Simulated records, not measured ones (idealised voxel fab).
Module name: voxel wiring stack (process module)
For reference, the cross-section in this document is cut, with width 240 nm and square cells of 5 nm.
Heads up, the way a cross-section reads in here is a grid of square cells, handed over as bands from the top down, with every band being one or more rows of cells.
For a band, the entry starts with two heights in nm, that of the top and then that of the bottom, and carries on with the band's materials in order from left to right, each alongside its width in nm; the word "throughout" beside a single material means it fills the band edge to edge, and "empty" means empty space.
A quick word on heights: they are counted from 0, and under that level the wafer as it came to us is one material throughout. The lowest band is different from the rest in having no bottom; it simply continues downward, written as in "0 nm and below".
When a width is written as two numbers, as in "30..40", the first number is the width in the top row of cells of the band and the second is the width in its bottom row, and the width changes by the same amount from each row to the next.
It should be understood that the words "nothing got changed", when stated for a given step, signify that the cross-section underwent no change in any of its cells during that step.
The label "Closed void entries" introduces a list of the empty spaces, 8 cells or larger, that have no open way up to the top; each entry in it reads width x height at distance, where the distance is taken from the left edge and all three are stated in nm.
after a step's settings: what the simulator itself notes on the step
For masked steps, "overlay nm" on the step line gives how far right of plan the mask actually lay; a minus sign means it lay to the left.

[Steps in the process plan]
- 1: RECEIVE, material Si
- 2: CONFORMAL_DEP, material SiO2, thk nm 15
- 3: DIRECTIONAL_DEP, material TiN, thk nm 5
- 4: DIRECTIONAL_DEP, material Ru, thk nm 20
- 5: MASKED_ETCH, tone cover, mask id METAL_1, width nm 25, pitch nm 50, etch materials Ru, depth nm 20, overlay nm 0
- 6: MASKED_ETCH, tone cover, mask id METAL_1, width nm 25, pitch nm 50, etch materials TiN, depth nm 5, overlay nm 0
- 7: CONFORMAL_DEP, material SiCN, thk nm 5
- 8: FILL_DEP, material lowk, thk nm 5
- 9: CMP, height nm 40
- 10: CONFORMAL_DEP, material SiCN, thk nm 5
- 11: DIRECTIONAL_DEP, material SiO2, thk nm 20
- 12: DIRECTIONAL_DEP, material aC, thk nm 15
- 13: PATTERN, tone open, mask id PLUG_1, material resist, width nm 15, pitch nm 100, thk nm 30, overlay nm 0
- 14: DIRECTIONAL_ETCH, etch materials aC, depth nm 15
- 15: STRIP, etch materials resist
- 16: DIRECTIONAL_ETCH, etch materials SiO2, depth nm 20
- 17: DIRECTIONAL_ETCH, etch materials SiCN, depth nm 5
- 18: STRIP, etch materials aC
- 19: CONFORMAL_DEP, material TiN, thk nm 5
- 20: FILL_DEP, material Cu, thk nm 5
- 21: CMP, height nm 65
- 22: DIRECTIONAL_DEP, material TiN, thk nm 5
- 23: DIRECTIONAL_DEP, material Ru, thk nm 20
- 24: MASKED_ETCH, tone cover, mask id METAL_2, width nm 25, pitch nm 50, etch materials Ru, depth nm 20, overlay nm 0
- 25: MASKED_ETCH, tone cover, mask id METAL_2, width nm 25, pitch nm 50, etch materials TiN, depth nm 5, overlay nm 0
- 26: CONFORMAL_DEP, material SiCN, thk nm 5
- 27: FILL_DEP, material lowk, thk nm 10
- 28: CMP, height nm 90
- 29: CONFORMAL_DEP, material SiCN, thk nm 5
- 30: DIRECTIONAL_DEP, material lowk, thk nm 30
- 31: DIRECTIONAL_DEP, material aC, thk nm 15
- 32: PATTERN, tone open, mask id METAL_3, material resist, width nm 25, pitch nm 50, thk nm 35, overlay nm 0
- 33: DIRECTIONAL_ETCH, etch materials aC, depth nm 15
- 34: STRIP, etch materials resist
- 35: DIRECTIONAL_ETCH, etch materials lowk, depth nm 20
- 36: STRIP, etch materials aC
- 37: MASKED_ETCH, tone open, mask id METAL_3_HOLES, width nm 15, pitch nm 100, etch materials lowk, depth nm 10, overlay nm 0
- 38: MASKED_ETCH, tone open, mask id METAL_3_HOLES, width nm 15, pitch nm 100, etch materials SiCN, depth nm 5, overlay nm 0
- 39: CONFORMAL_DEP, material TiN, thk nm 5
- 40: FILL_DEP, material Cu, thk nm 5
- 41: CMP, height nm 125
- 42: CONFORMAL_DEP, material SiCN, thk nm 5

[The cross-section here shows the wafer as received, i.e. in its state after step 1]
    0 nm and below = Si throughout
    Closed void entries: none

[Here's the cross-section of the first of our two wafers at the end of the module - it ran as planned]
    130 nm to 125 nm = SiCN throughout
    125 nm to 110 nm = lowk 55, TiN 5, Cu 15, TiN 5, lowk 25, TiN 5, Cu 15, TiN 5, lowk 25, TiN 5, Cu 15, TiN 5, lowk 60
    110 nm to 105 nm = lowk 55, TiN 5, Cu 5, TiN 15, lowk 25, TiN 25, lowk 25, TiN 5, Cu 5, TiN 15, lowk 60
    105 nm to 95 nm = lowk 55, TiN 5, Cu 5, TiN 5, lowk 85, TiN 5, Cu 5, TiN 5, lowk 70
    95 nm to 90 nm = SiCN 55, TiN 15, SiCN 85, TiN 15, SiCN 70
    90 nm to 70 nm = lowk 50, SiCN 5, Ru 25, SiCN 5, lowk 15, SiCN 5, Ru 25, SiCN 5, lowk 15, SiCN 5, Ru 25, SiCN 5, lowk 55
    70 nm to 65 nm = SiCN 55, TiN 25, SiCN 25, TiN 25, SiCN 25, TiN 25, SiCN 60
    65 nm to 45 nm = SiO2 55, TiN 5, Cu 5, TiN 5, SiO2 85, TiN 5, Cu 5, TiN 5, SiO2 70
    45 nm to 40 nm = SiCN 55, TiN 15, SiCN 85, TiN 15, SiCN 70
    40 nm to 20 nm = lowk 50, SiCN 5, Ru 25, SiCN 5, lowk 15, SiCN 5, Ru 25, SiCN 5, lowk 15, SiCN 5, Ru 25, SiCN 5, lowk 55
    20 nm to 15 nm = SiCN 55, TiN 25, SiCN 25, TiN 25, SiCN 25, TiN 25, SiCN 60
    15 nm to 0 nm = SiO2 throughout
    0 nm and below = Si throughout
    Closed void entries: none

[This is the second of the two wafers, cross-sectioned at the end of the module; it started exactly like the first and was given the same plan, but it was run with one mistake]
    140 nm to 125 nm = SiCN throughout
    125 nm to 110 nm = lowk 55, TiN 5, Cu 15, TiN 5, lowk 25, TiN 5, Cu 15, TiN 5, lowk 25, TiN 5, Cu 15, TiN 5, lowk 60
    110 nm to 105 nm = lowk 55, TiN 5, Cu 5, TiN 15, lowk 25, TiN 25, lowk 25, TiN 5, Cu 5, TiN 15, lowk 60
    105 nm to 95 nm = lowk 55, TiN 5, Cu 5, TiN 5, lowk 85, TiN 5, Cu 5, TiN 5, lowk 70
    95 nm to 90 nm = SiCN 55, TiN 15, SiCN 85, TiN 15, SiCN 70
    90 nm to 70 nm = lowk 50, SiCN 5, Ru 25, SiCN 5, lowk 15, SiCN 5, Ru 25, SiCN 5, lowk 15, SiCN 5, Ru 25, SiCN 5, lowk 55
    70 nm to 65 nm = SiCN 55, TiN 25, SiCN 25, TiN 25, SiCN 25, TiN 25, SiCN 60
    65 nm to 45 nm = SiO2 55, TiN 5, Cu 5, TiN 5, SiO2 85, TiN 5, Cu 5, TiN 5, SiO2 70
    45 nm to 40 nm = SiCN 55, TiN 15, SiCN 85, TiN 15, SiCN 70
    40 nm to 20 nm = lowk 50, SiCN 5, Ru 25, SiCN 5, lowk 15, SiCN 5, Ru 25, SiCN 5, lowk 15, SiCN 5, Ru 25, SiCN 5, lowk 55
    20 nm to 15 nm = SiCN 55, TiN 25, SiCN 25, TiN 25, SiCN 25, TiN 25, SiCN 60
    15 nm to 0 nm = SiO2 throughout
    0 nm and below = Si throughout
    Closed void entries: none
What was the processing mistake? for step 42, the planned setting was not used; the step was instead run as CONFORMAL_DEP, material SiCN, thk nm 15
Final wafer comparison in cells, second versus first, more or fewer per material: +96 SiCN
